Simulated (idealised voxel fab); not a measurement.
This is a process module. Its name is voxel gate over fins.
Shown is cross-section cut, with a width of 275 nm and square cells of size 5 nm.
How to read a cross-section here: the picture is a grid of square cells, written as bands going from the top down, and any band can span one or more rows of cells.
What a band's entry tells you: where the top is and where the bottom is, as heights in nm, and after that what lies inside, material by material from left to right, each with its width in nm. Empty space is written as the word "empty", and a single material marked with the word "all across" occupies the band from edge to edge.
Where do heights start? At 0: under that level the wafer as delivered is made of one material only. And the lowest band has no floor; it just carries on downward, as in "top 0, no bottom".
A width such as "30 to 40" changes by the same amount from each row of cells to the next, from the band's top row to its bottom row.
"no modifications" for a step: no cell of the cross-section changed in that step.
Empty spaces counting at least 8 cells and having no open way to the top are listed in "Closed void roster". The notation width x height at distance is used for each, the distance being from the left edge and all three values in nm.
On each step's line, the part that comes after the settings is the simulator's own comment on the step.
What "overlay nm" on a step's line means: if the step has a mask, that mask lay this far to the right of its planned place, or, when the value is negative, to the left.

These are the steps we planned for the process:
1) op RECEIVE | material Si
2) op CONFORMAL_DEP | material SiN | thk nm 10
3) op DIRECTIONAL_DEP | material aC | thk nm 15
4) op PATTERN | tone cover | mask id FINS | material resist | width nm 15 | pitch nm 60 | thk nm 30 | overlay nm 0
5) op DIRECTIONAL_ETCH | etch materials aC | depth nm 15
6) op STRIP | etch materials resist
7) op DIRECTIONAL_ETCH | etch materials SiN | depth nm 10
8) op DIRECTIONAL_ETCH | etch materials Si | depth nm 30
9) op STRIP | etch materials aC
10) op FILL_DEP | material SiO2 | thk nm 10
11) op CMP | height nm 10
12) op DIRECTIONAL_DEP | material aC | thk nm 15
13) op PATTERN | tone open | mask id RAIL | material resist | width nm 15 | thk nm 35 | overlay nm 0
14) op DIRECTIONAL_ETCH | etch materials aC | depth nm 15
15) op STRIP | etch materials resist
16) op DIRECTIONAL_ETCH | etch materials SiO2 | depth nm 35
17) op STRIP | etch materials aC
18) op CONFORMAL_DEP | material TiN | thk nm 5
19) op FILL_DEP | material W | thk nm 10
20) op CMP | height nm 10
21) op SELECTIVE_ETCH | etch materials W Ru TiN | depth nm 25
22) op FILL_DEP | material SiO2 | thk nm 5
23) op CMP | height nm 10
24) op SELECTIVE_ETCH | etch materials SiO2 | depth nm 20
25) op STRIP | etch materials SiN
26) op CONFORMAL_DEP | material HfO2 | thk nm 5
27) op CONFORMAL_DEP | material TiN | thk nm 5
28) op CONFORMAL_DEP | material TiAl | thk nm 5
29) op CONFORMAL_DEP | material TiN | thk nm 5
30) op FILL_DEP | material W | thk nm 15
31) op CMP | height nm 30
32) op CONFORMAL_DEP | material SiN | thk nm 10

Below: the first of two wafers, run as planned:

Cross-section, incoming material, after step 1:
> top 0, no bottom  Si all across
> Closed void roster: none

Step 2 complete: cross-section through the wafer:
> top 10, bottom 0  SiN all across
> Rest of section, below 0: as before.

Step 3 complete: cross-section through the wafer:
> top 25, bottom 10  aC all across
> Rest of section, below 10: as before.

Step 4 complete: cross-section through the wafer:
> top 55, bottom 25  empty (100); resist (15); empty (45); resist (15); empty (100)
> Rest of section, below 25: as before.

Step 5 complete: cross-section through the wafer:
> top 40, bottom 25  empty (100); resist (15); empty (45); resist (15); empty (100)
> top 25, bottom 10  empty (100); aC (15); empty (45); aC (15); empty (100)
> Rest of section, below 10: as before.

Step 6 complete: cross-section through the wafer:
> top 25, bottom 10  empty (100); aC (15); empty (45); aC (15); empty (100)
> Rest of section, below 10: as before.

Step 7 complete: cross-section through the wafer:
> top 25, bottom 10  empty (100); aC (15); empty (45); aC (15); empty (100)
> top 10, bottom 0  empty (100); SiN (15); empty (45); SiN (15); empty (100)
> Rest of section, below 0: as before.

Step 8 complete: cross-section through the wafer:
> top 25, bottom 10  empty (100); aC (15); empty (45); aC (15); empty (100)
> top 10, bottom 0  empty (100); SiN (15); empty (45); SiN (15); empty (100)
> top 0, bottom -30  empty (100); Si (15); empty (45); Si (15); empty (100)
> Rest of section, below -30: as before.

Step 9 complete: cross-section through the wafer:
> top 10, bottom 0  empty (100); SiN (15); empty (45); SiN (15); empty (100)
> Rest of section, below 0: as before.

Step 10 complete: cross-section through the wafer:
> top 20, bottom 10  SiO2 all across
> top 10, bottom 0  SiO2 (100); SiN (15); SiO2 (45); SiN (15); SiO2 (100)
> top 0, bottom -30  SiO2 (100); Si (15); SiO2 (45); Si (15); SiO2 (100)
> Rest of section, below -30: as before.

Step 11 complete: cross-section through the wafer:
> top 10, bottom 0  SiO2 (100); SiN (15); SiO2 (45); SiN (15); SiO2 (100)
> Rest of section, below 0: as before.

Step 12 complete: cross-section through the wafer:
> top 25, bottom 10  aC all across
> Rest of section, below 10: as before.

Step 13 complete: cross-section through the wafer:
> top 60, bottom 25  resist (130); empty (15); resist (130)
> Rest of section, below 25: as before.

Step 14 complete: cross-section through the wafer:
> top 45, bottom 25  resist (130); empty (15); resist (130)
> top 25, bottom 10  aC (130); empty (15); aC (130)
> Rest of section, below 10: as before.

Step 15 complete: cross-section through the wafer:
> top 25, bottom 10  aC (130); empty (15); aC (130)
> Rest of section, below 10: as before.

Step 16 complete: cross-section through the wafer:
> top 25, bottom 10  aC (130); empty (15); aC (130)
> top 10, bottom 0  SiO2 (100); SiN (15); SiO2 (15); empty (15); SiO2 (15); SiN (15); SiO2 (100)
> top 0, bottom -25  SiO2 (100); Si (15); SiO2 (15); empty (15); SiO2 (15); Si (15); SiO2 (100)
> Rest of section, below -25: as before.

Step 17 complete: cross-section through the wafer:
> top 10, bottom 0  SiO2 (100); SiN (15); SiO2 (15); empty (15); SiO2 (15); SiN (15); SiO2 (100)
> Rest of section, below 0: as before.

Step 18 complete: cross-section through the wafer:
> top 15, bottom 10  TiN (135); empty (5); TiN (135)
> top 10, bottom 0  SiO2 (100); SiN (15); SiO2 (15); TiN (5); empty (5); TiN (5); SiO2 (15); SiN (15); SiO2 (100)
> top 0, bottom -20  SiO2 (100); Si (15); SiO2 (15); TiN (5); empty (5); TiN (5); SiO2 (15); Si (15); SiO2 (100)
> top -20, bottom -25  SiO2 (100); Si (15); SiO2 (15); TiN (15); SiO2 (15); Si (15); SiO2 (100)
> Rest of section, below -25: as before.

Step 19 complete: cross-section through the wafer:
> top 25, bottom 15  W all across
> top 15, bottom 10  TiN (135); W (5); TiN (135)
> top 10, bottom 0  SiO2 (100); SiN (15); SiO2 (15); TiN (5); W (5); TiN (5); SiO2 (15); SiN (15); SiO2 (100)
> top 0, bottom -20  SiO2 (100); Si (15); SiO2 (15); TiN (5); W (5); TiN (5); SiO2 (15); Si (15); SiO2 (100)
> Rest of section, below -20: as before.

Step 20 complete: cross-section through the wafer:
> top 10, bottom 0  SiO2 (100); SiN (15); SiO2 (15); TiN (5); W (5); TiN (5); SiO2 (15); SiN (15); SiO2 (100)
> Rest of section, below 0: as before.

Step 21 complete: cross-section through the wafer:
> top 10, bottom 0  SiO2 (100); SiN (15); SiO2 (15); empty (15); SiO2 (15); SiN (15); SiO2 (100)
> top 0, bottom -15  SiO2 (100); Si (15); SiO2 (15); empty (15); SiO2 (15); Si (15); SiO2 (100)
> Rest of section, below -15: as before.

Step 22 complete: cross-section through the wafer:
> top 15, bottom 10  SiO2 all across
> top 10, bottom 0  SiO2 (100); SiN (15); SiO2 (45); SiN (15); SiO2 (100)
> top 0, bottom -15  SiO2 (100); Si (15); SiO2 (45); Si (15); SiO2 (100)
> Rest of section, below -15: as before.

Step 23 complete: cross-section through the wafer:
> top 10, bottom 0  SiO2 (100); SiN (15); SiO2 (45); SiN (15); SiO2 (100)
> Rest of section, below 0: as before.

Step 24 complete: cross-section through the wafer:
> top 10, bottom 0  empty (100); SiN (15); empty (45); SiN (15); empty (100)
> top 0, bottom -10  empty (100); Si (15); empty (45); Si (15); empty (100)
> Rest of section, below -10: as before.

Step 25 complete: cross-section through the wafer:
> top 0, bottom -10  empty (100); Si (15); empty (45); Si (15); empty (100)
> Rest of section, below -10: as before.

Step 26 complete: cross-section through the wafer:
> top 5, bottom 0  empty (95); HfO2 (25); empty (35); HfO2 (25); empty (95)
> top 0, bottom -5  empty (95); HfO2 (5); Si (15); HfO2 (5); empty (35); HfO2 (5); Si (15); HfO2 (5); empty (95)
> top -5, bottom -10  HfO2 (100); Si (15); HfO2 (45); Si (15); HfO2 (100)
> Rest of section, below -10: as before.

Step 27 complete: cross-section through the wafer:
> top 10, bottom 5  empty (90); TiN (35); empty (25); TiN (35); empty (90)
> top 5, bottom 0  empty (90); TiN (5); HfO2 (25); TiN (5); empty (25); TiN (5); HfO2 (25); TiN (5); empty (90)
> top 0, bottom -5  TiN (95); HfO2 (5); Si (15); HfO2 (5); TiN (35); HfO2 (5); Si (15); HfO2 (5); TiN (95)
> Rest of section, below -5: as before.

Step 28 complete: cross-section through the wafer:
> top 15, bottom 10  empty (85); TiAl (45); empty (15); TiAl (45); empty (85)
> top 10, bottom 5  empty (85); TiAl (5); TiN (35); TiAl (5); empty (15); TiAl (5); TiN (35); TiAl (5); empty (85)
> top 5, bottom 0  TiAl (90); TiN (5); HfO2 (25); TiN (5); TiAl (25); TiN (5); HfO2 (25); TiN (5); TiAl (90)
> Rest of section, below 0: as before.

Step 29 complete: cross-section through the wafer:
> top 20, bottom 15  empty (80); TiN (55); empty (5); TiN (55); empty (80)
> top 15, bottom 10  empty (80); TiN (5); TiAl (45); TiN (5); empty (5); TiN (5); TiAl (45); TiN (5); empty (80)
> top 10, bottom 5  TiN (85); TiAl (5); TiN (35); TiAl (5); TiN (15); TiAl (5); TiN (35); TiAl (5); TiN (85)
> Rest of section, below 5: as before.

Step 30 complete: cross-section through the wafer:
> top 35, bottom 20  W all across
> top 20, bottom 15  W (80); TiN (55); W (5); TiN (55); W (80)
> top 15, bottom 10  W (80); TiN (5); TiAl (45); TiN (5); W (5); TiN (5); TiAl (45); TiN (5); W (80)
> Rest of section, below 10: as before.

Step 31 complete: cross-section through the wafer:
> top 30, bottom 20  W all across
> Rest of section, below 20: as before.

Step 32 complete: cross-section through the wafer:
> top 40, bottom 30  SiN all across
> Rest of section, below 30: as before.

The second wafer began exactly as the first did and followed the same plan, but one mistake was made while running it; through step 12 inclusive, the two wafers are identical:

Cross-section of the second wafer corresponding to the planned conclusion of step 13:
> top 60, bottom 25  resist (130); empty (20); resist (125)
> Rest of section, below 25: as before.

Cross-section of the second wafer corresponding to the planned conclusion of step 14:
> top 45, bottom 25  resist (130); empty (20); resist (125)
> top 25, bottom 10  aC (130); empty (20); aC (125)
> Rest of section, below 10: as before.

Cross-section of the second wafer corresponding to the planned conclusion of step 15:
> top 25, bottom 10  aC (130); empty (20); aC (125)
> Rest of section, below 10: as before.

Cross-section of the second wafer corresponding to the planned conclusion of step 16:
> top 25, bottom 10  aC (130); empty (20); aC (125)
> top 10, bottom 0  SiO2 (100); SiN (15); SiO2 (15); empty (20); SiO2 (10); SiN (15); SiO2 (100)
> top 0, bottom -25  SiO2 (100); Si (15); SiO2 (15); empty (20); SiO2 (10); Si (15); SiO2 (100)
> Rest of section, below -25: as before.

Cross-section of the second wafer corresponding to the planned conclusion of step 17:
> top 10, bottom 0  SiO2 (100); SiN (15); SiO2 (15); empty (20); SiO2 (10); SiN (15); SiO2 (100)
> Rest of section, below 0: as before.

Cross-section of the second wafer corresponding to the planned conclusion of step 18:
> top 15, bottom 10  TiN (135); empty (10); TiN (130)
> top 10, bottom 0  SiO2 (100); SiN (15); SiO2 (15); TiN (5); empty (10); TiN (5); SiO2 (10); SiN (15); SiO2 (100)
> top 0, bottom -20  SiO2 (100); Si (15); SiO2 (15); TiN (5); empty (10); TiN (5); SiO2 (10); Si (15); SiO2 (100)
> top -20, bottom -25  SiO2 (100); Si (15); SiO2 (15); TiN (20); SiO2 (10); Si (15); SiO2 (100)
> Rest of section, below -25: as before.

Cross-section of the second wafer corresponding to the planned conclusion of step 19:
> top 25, bottom 15  W all across
> top 15, bottom 10  TiN (135); W (10); TiN (130)
> top 10, bottom 0  SiO2 (100); SiN (15); SiO2 (15); TiN (5); W (10); TiN (5); SiO2 (10); SiN (15); SiO2 (100)
> top 0, bottom -20  SiO2 (100); Si (15); SiO2 (15); TiN (5); W (10); TiN (5); SiO2 (10); Si (15); SiO2 (100)
> Rest of section, below -20: as before.

Cross-section of the second wafer corresponding to the planned conclusion of step 20:
> top 10, bottom 0  SiO2 (100); SiN (15); SiO2 (15); TiN (5); W (10); TiN (5); SiO2 (10); SiN (15); SiO2 (100)
> Rest of section, below 0: as before.

Cross-section of the second wafer corresponding to the planned conclusion of step 21:
> top 10, bottom 0  SiO2 (100); SiN (15); SiO2 (15); empty (20); SiO2 (10); SiN (15); SiO2 (100)
> top 0, bottom -15  SiO2 (100); Si (15); SiO2 (15); empty (20); SiO2 (10); Si (15); SiO2 (100)
> Rest of section, below -15: as before.

Cross-section of the second wafer corresponding to the planned conclusion of step 22:
> top 15, bottom 10  SiO2 all across
> top 10, bottom 0  SiO2 (100); SiN (15); SiO2 (45); SiN (15); SiO2 (100)
> top 0, bottom -15  SiO2 (100); Si (15); SiO2 (45); Si (15); SiO2 (100)
> Rest of section, below -15: as before.

Cross-section of the second wafer corresponding to the planned conclusion of step 23:
> top 10, bottom 0  SiO2 (100); SiN (15); SiO2 (45); SiN (15); SiO2 (100)
> Rest of section, below 0: as before.

Cross-section of the second wafer corresponding to the planned conclusion of step 24:
> top 10, bottom 0  empty (100); SiN (15); empty (45); SiN (15); empty (100)
> top 0, bottom -10  empty (100); Si (15); empty (45); Si (15); empty (100)
> Rest of section, below -10: as before.

Cross-section of the second wafer corresponding to the planned conclusion of step 25:
> top 0, bottom -10  empty (100); Si (15); empty (45); Si (15); empty (100)
> Rest of section, below -10: as before.

Cross-section of the second wafer corresponding to the planned conclusion of step 26:
> top 5, bottom 0  empty (95); HfO2 (25); empty (35); HfO2 (25); empty (95)
> top 0, bottom -5  empty (95); HfO2 (5); Si (15); HfO2 (5); empty (35); HfO2 (5); Si (15); HfO2 (5); empty (95)
> top -5, bottom -10  HfO2 (100); Si (15); HfO2 (45); Si (15); HfO2 (100)
> Rest of section, below -10: as before.

Cross-section of the second wafer corresponding to the planned conclusion of step 27:
> top 10, bottom 5  empty (90); TiN (35); empty (25); TiN (35); empty (90)
> top 5, bottom 0  empty (90); TiN (5); HfO2 (25); TiN (5); empty (25); TiN (5); HfO2 (25); TiN (5); empty (90)
> top 0, bottom -5  TiN (95); HfO2 (5); Si (15); HfO2 (5); TiN (35); HfO2 (5); Si (15); HfO2 (5); TiN (95)
> Rest of section, below -5: as before.

Cross-section of the second wafer corresponding to the planned conclusion of step 28:
> top 15, bottom 10  empty (85); TiAl (45); empty (15); TiAl (45); empty (85)
> top 10, bottom 5  empty (85); TiAl (5); TiN (35); TiAl (5); empty (15); TiAl (5); TiN (35); TiAl (5); empty (85)
> top 5, bottom 0  TiAl (90); TiN (5); HfO2 (25); TiN (5); TiAl (25); TiN (5); HfO2 (25); TiN (5); TiAl (90)
> Rest of section, below 0: as before.

Cross-section of the second wafer corresponding to the planned conclusion of step 29:
> top 20, bottom 15  empty (80); TiN (55); empty (5); TiN (55); empty (80)
> top 15, bottom 10  empty (80); TiN (5); TiAl (45); TiN (5); empty (5); TiN (5); TiAl (45); TiN (5); empty (80)
> top 10, bottom 5  TiN (85); TiAl (5); TiN (35); TiAl (5); TiN (15); TiAl (5); TiN (35); TiAl (5); TiN (85)
> Rest of section, below 5: as before.

Cross-section of the second wafer corresponding to the planned conclusion of step 30:
> top 35, bottom 20  W all across
> top 20, bottom 15  W (80); TiN (55); W (5); TiN (55); W (80)
> top 15, bottom 10  W (80); TiN (5); TiAl (45); TiN (5); W (5); TiN (5); TiAl (45); TiN (5); W (80)
> Rest of section, below 10: as before.

Cross-section of the second wafer corresponding to the planned conclusion of step 31:
> top 30, bottom 20  W all across
> Rest of section, below 20: as before.

Cross-section of the second wafer corresponding to the planned conclusion of step 32:
> top 40, bottom 30  SiN all across
> Rest of section, below 30: as before.
Error vs. plan: heads up, step 13 didn't go per plan, it actually ran as op PATTERN | tone open | mask id RAIL | material resist | width nm 20 | thk nm 35 | overlay nm 0
The closing comparison, in cells, has the second wafer with more or fewer of some materials than the first: -2 SiO2; +1 TiN; +1 W
